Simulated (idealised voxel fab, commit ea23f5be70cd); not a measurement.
The process module that follows is named voxel gate over fins.
Cross-section cut: width 260 nm, square cells of 5 nm.
Heads up, the way a cross-section reads in here is a grid of square cells, handed over as bands from the top down, with every band being one or more rows of cells. Band: top and bottom heights (nm) first, top before bottom; then materials from left to right, widths in nm. "edge to edge" marks a sole material filling the band edge to edge. "air" denotes empty space. Below 0: as-received wafer, all one material; heights counted from there. Lowest band: no bottom, goes on down, written "0 and below". The notation "30 to 40" denotes a width that varies across the rows of cells in the band, beginning at the first number in the top row, finishing at the second number in the bottom row, and changing by an identical amount from each row to the next. "everything unchanged", as given for a step, is the statement that not any cell of the cross-section underwent a change during that step. This entry, "Voids, sealed", enumerates those empty regions of no fewer than 8 cells that possess no open connection to the top. Each region is reported in the form width x height at distance, the distance being taken from the left edge, with all three quantities expressed in nm. Past the settings on a step's line: simulator remark, on that step. overlay nm: for a step with a mask, the amount by which the mask lay right of where it was planned; a negative amount means left of it.

[So here's the lineup of process steps we planned]
- 1: RECEIVE | material Si
- 2: CONFORMAL_DEP | material SiN | thk nm 10
- 3: DIRECTIONAL_DEP | material aC | thk nm 10
- 4: PATTERN | tone cover | mask id FINS | material resist | width nm 15 | pitch nm 40 | thk nm 30 | overlay nm 0
- 5: DIRECTIONAL_ETCH | etch materials aC | depth nm 10
- 6: STRIP | etch materials resist
- 7: DIRECTIONAL_ETCH | etch materials SiN | depth nm 10
- 8: DIRECTIONAL_ETCH | etch materials Si | depth nm 30
- 9: STRIP | etch materials aC
- 10: FILL_DEP | material SiO2 | thk nm 5
- 11: CMP | height nm 10
- 12: SELECTIVE_ETCH | etch materials SiO2 | depth nm 25
- 13: STRIP | etch materials SiN
- 14: CONFORMAL_DEP | material HfO2 | thk nm 5
- 15: CONFORMAL_DEP | material TiN | thk nm 5
- 16: CONFORMAL_DEP | material TiAl | thk nm 5
- 17: CONFORMAL_DEP | material TiN | thk nm 5
- 18: FILL_DEP | material W | thk nm 10
- 19: CMP | height nm 25
- 20: CONFORMAL_DEP | material SiCN | thk nm 10

[Step 1 complete: cross-section of the wafer as received]
  0 and below = Si edge to edge
  Voids, sealed: none

[Cross-sectional result after module completion. Note: starting condition and plan are unchanged from above; one processing mistake was made]
  35 down to 25 = SiCN edge to edge
  25 down to 20 = W edge to edge
  20 down to 15 = W 70 nm, TiN 95 nm, W 95 nm
  15 down to 10 = W 70 nm, TiN 5 nm, TiAl 85 nm, TiN 5 nm, W 95 nm
  10 down to 5 = W 70 nm, TiN 5 nm, TiAl 5 nm, TiN 35 nm, TiAl 5 nm, TiN 35 nm, TiAl 5 nm, TiN 5 nm, W 95 nm
  5 down to 0 = TiN 75 nm, TiAl 5 nm, TiN 5 nm, HfO2 25 nm, TiN 5 nm, TiAl 5 nm, TiN 5 nm, HfO2 25 nm, TiN 5 nm, TiAl 5 nm, TiN 100 nm
  0 down to -5 = TiAl 80 nm, TiN 5 nm, HfO2 5 nm, Si 15 nm, HfO2 5 nm, TiN 5 nm, TiAl 5 nm, TiN 5 nm, HfO2 5 nm, Si 15 nm, HfO2 5 nm, TiN 5 nm, TiAl 105 nm
  -5 down to -10 = TiN 85 nm, HfO2 5 nm, Si 15 nm, HfO2 5 nm, TiN 15 nm, HfO2 5 nm, Si 15 nm, HfO2 5 nm, TiN 110 nm
  -10 down to -15 = HfO2 90 nm, Si 15 nm, HfO2 25 nm, Si 15 nm, HfO2 115 nm
  -15 down to -30 = SiO2 90 nm, Si 15 nm, SiO2 25 nm, Si 15 nm, SiO2 115 nm
  -30 and below = Si edge to edge
  Voids, sealed: none
Error vs. plan: so step 4 ended up running with a different setting than we planned, it ran as PATTERN | tone cover | mask id FINS | material resist | width nm 15 | pitch nm 40 | thk nm 30 | overlay nm -10
